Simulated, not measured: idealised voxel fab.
The name of this process module is voxel trench capacitor.
Square cell edge 5 nm, section width 240 nm, ID cut.
If you're reading a cross-section in this doc, picture square cells in a grid; it comes to you as bands, top ones listed first down to the bottom, and a band can be one or more rows of cells.
Band: top height; bottom height; in nm. Then, left to right: material with width in nm, for each material. "edge to edge": a single material spanning edge to edge. "empty": empty space.
Where do heights start? At 0: under that level the wafer as delivered is made of one material only. And the lowest band has no floor; it just carries on downward, as in "0 down".
Read "30 to 40" as a graded width: first number on top, second number at the bottom, same change between each pair of neighbouring rows.
Where the words "no modification" appear for a step, the cross-section shows no cell changed by that step; every cell remained as before.
The label "Sealed cavities" introduces a list of the empty spaces, 8 cells or larger, that have no open way up to the top; each entry in it reads width x height at distance, where the distance is taken from the left edge and all three are stated in nm.
Text after the settings on a step's line: the simulator's own remark on that step.
"overlay nm" answers the question of how far to the right of plan the mask lay on a step that has a mask, and when it is negative the answer is to the left.
Process steps - plan
step 1: RECEIVE [material Si]
step 2: CONFORMAL_DEP [material SiN] [thk nm 10]
step 3: MASKED_ETCH [tone open] [mask id TRENCH] [width nm 30] [pitch nm 60] [etch materials SiN] [depth nm 10] [overlay nm 0]
step 4: MASKED_ETCH [tone open] [mask id TRENCH] [width nm 30] [pitch nm 60] [etch materials Si] [depth nm 30] [overlay nm 0]
step 5: CONFORMAL_DEP [material Al2O3] [thk nm 5]
step 6: CONFORMAL_DEP [material TiN] [thk nm 5]
step 7: FILL_DEP [material W] [thk nm 10]
step 8: CMP [height nm 10]
Cross-sectional view of the wafer in its as-received condition, corresponding to the state after step 1
* 0 down = Si edge to edge
* Sealed cavities: none
The first of two wafers, cross-sectioned at the end of the module, with the run proceeding as planned
* 10 to 0 = SiN=45  Al2O3=5  TiN=5  W=10  TiN=5  Al2O3=5  SiN=30  Al2O3=5  TiN=5  W=10  TiN=5  Al2O3=5  SiN=30  Al2O3=5  TiN=5  W=10  TiN=5  Al2O3=5  SiN=45
* 0 to -20 = Si=45  Al2O3=5  TiN=5  W=10  TiN=5  Al2O3=5  Si=30  Al2O3=5  TiN=5  W=10  TiN=5  Al2O3=5  Si=30  Al2O3=5  TiN=5  W=10  TiN=5  Al2O3=5  Si=45
* -20 to -25 = Si=45  Al2O3=5  TiN=20  Al2O3=5  Si=30  Al2O3=5  TiN=20  Al2O3=5  Si=30  Al2O3=5  TiN=20  Al2O3=5  Si=45
* -25 to -30 = Si=45  Al2O3=30  Si=30  Al2O3=30  Si=30  Al2O3=30  Si=45
* -30 down = Si edge to edge
* Sealed cavities: none
Second wafer cross-section at end of module - shared start and plan with the first, one mistake in the run
* 10 to 0 = SiN=45  Al2O3=5  TiN=5  W=10  TiN=5  Al2O3=5  SiN=30  Al2O3=5  TiN=5  W=10  TiN=5  Al2O3=5  SiN=30  Al2O3=5  TiN=5  W=10  TiN=5  Al2O3=5  SiN=45
* 0 to -50 = Si=45  Al2O3=5  TiN=5  W=10  TiN=5  Al2O3=5  Si=30  Al2O3=5  TiN=5  W=10  TiN=5  Al2O3=5  Si=30  Al2O3=5  TiN=5  W=10  TiN=5  Al2O3=5  Si=45
* -50 to -55 = Si=45  Al2O3=5  TiN=20  Al2O3=5  Si=30  Al2O3=5  TiN=20  Al2O3=5  Si=30  Al2O3=5  TiN=20  Al2O3=5  Si=45
* -55 to -60 = Si=45  Al2O3=30  Si=30  Al2O3=30  Si=30  Al2O3=30  Si=45
* -60 down = Si edge to edge
* Sealed cavities: none
What was the processing mistake? execution of plan step 4 occurred twice
The closing comparison, in cells, has the second wafer with more or fewer of some materials than the first: +36 Al2O3, -108 Si, +36 TiN, +36 W
